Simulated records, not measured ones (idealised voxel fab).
process module | voxel capacitor over wiring
cross-section cut | 265 nm wide | cells 5 nm
A cross-section is a grid of square cells, given in bands from the top down. A band is one or more rows of cells.
Each band's line starts with the height of the band's top and of its bottom, in nm. Then come its materials from left to right, each with its width in nm. One material with "throughout" fills the band from edge to edge. "air" is empty space.
Height 0 is the level under which the wafer as received is all one material. The lowest band goes on downwards, as in "0 down".
A width such as "30 to 40" changes by the same amount from each row of cells to the next, from the band's top row to its bottom row.
"no change" after a step means that no cell of the cross-section changed.
closed voids: empty space of 8 cells or more with no open way to the top, each as width x height at its distance from the left edge, in nm
after a step's settings: what the simulator itself notes on the step
overlay nm, on a step with a mask: how far to the right of its planned place the mask lay; to the left if negative
plan
1 op RECEIVE | material Si
2 op CONFORMAL_DEP | material SiO2 | thk nm 15
3 op DIRECTIONAL_DEP | material TiN | thk nm 5
4 op DIRECTIONAL_DEP | material W | thk nm 15
5 op DIRECTIONAL_DEP | material aC | thk nm 10
6 op PATTERN | tone cover | mask id METAL_1 | material resist | width nm 25 | pitch nm 90 | thk nm 25 | overlay nm 0
7 op DIRECTIONAL_ETCH | etch materials aC | depth nm 10
8 op STRIP | etch materials resist
9 op DIRECTIONAL_ETCH | etch materials W | depth nm 15
10 op DIRECTIONAL_ETCH | etch materials TiN | depth nm 5
11 op STRIP | etch materials aC
12 op CONFORMAL_DEP | material SiN | thk nm 5
13 op FILL_DEP | material SiO2 | thk nm 5
14 op CMP | height nm 35
15 op CONFORMAL_DEP | material SiCN | thk nm 5
16 op DIRECTIONAL_DEP | material lowk | thk nm 10
17 op MASKED_ETCH | tone open | mask id PLUG_1 | width nm 15 | etch materials lowk | depth nm 10 | overlay nm 0
18 op MASKED_ETCH | tone open | mask id PLUG_1 | width nm 15 | etch materials SiCN | depth nm 5 | overlay nm 0
19 op CONFORMAL_DEP | material TiN | thk nm 5
20 op FILL_DEP | material Cu | thk nm 5
21 op CMP | height nm 50
22 op DIRECTIONAL_DEP | material TiN | thk nm 10
23 op DIRECTIONAL_DEP | material SiN | thk nm 5
24 op DIRECTIONAL_DEP | material TiN | thk nm 10
25 op MASKED_ETCH | tone cover | mask id UPPER_PLATE | width nm 70 | etch materials TiN | depth nm 10 | overlay nm 0
26 op MASKED_ETCH | tone cover | mask id UPPER_PLATE | width nm 70 | etch materials SiN | depth nm 5 | overlay nm 0
27 op DIRECTIONAL_DEP | material aC | thk nm 10
28 op PATTERN | tone cover | mask id LOWER_PLATE | material resist | width nm 80 | thk nm 30 | overlay nm 0
29 op DIRECTIONAL_ETCH | etch materials aC | depth nm 10
30 op STRIP | etch materials resist
31 op DIRECTIONAL_ETCH | etch materials TiN | depth nm 10
32 op STRIP | etch materials aC
33 op FILL_DEP | material SiO2 | thk nm 15
34 op CMP | height nm 85
35 op PATTERN | tone open | mask id PLUG_2 | material resist | width nm 15 | thk nm 15 | overlay nm 0
36 op DIRECTIONAL_ETCH | etch materials SiO2 | depth nm 10
37 op STRIP | etch materials resist
38 op CONFORMAL_DEP | material TiN | thk nm 5
39 op FILL_DEP | material W | thk nm 5
40 op CMP | height nm 85
41 op CONFORMAL_DEP | material SiCN | thk nm 5
as received, after step 1
  0 down: Si throughout
  closed voids: none
a wafer at the end: this start, this plan, one mistake
  90 to 85: SiCN throughout
  85 to 80: SiO2 95 | TiN 5 | W 5 | TiN 5 | SiO2 155
  80 to 75: SiO2 95 | TiN 15 | SiO2 155
  75 to 65: SiO2 85 | TiN 70 | SiO2 110
  65 to 60: SiO2 85 | SiN 70 | SiO2 110
  60 to 50: SiO2 80 | TiN 80 | SiO2 105
  50 to 45: lowk 85 | TiN 5 | Cu 5 | TiN 5 | lowk 165
  45 to 40: SiCN 85 | TiN 15 | SiCN 165
  40 to 35: SiO2 70 | SiN 35 | SiO2 55 | SiN 35 | SiO2 70
  35 to 20: SiO2 70 | SiN 5 | W 25 | SiN 5 | SiO2 55 | SiN 5 | W 25 | SiN 5 | SiO2 70
  20 to 15: SiN 75 | TiN 25 | SiN 65 | TiN 25 | SiN 75
  15 to 0: SiO2 throughout
  0 down: Si throughout
  closed voids: none
what went wrong: step 14 ran as: op CMP | height nm 40
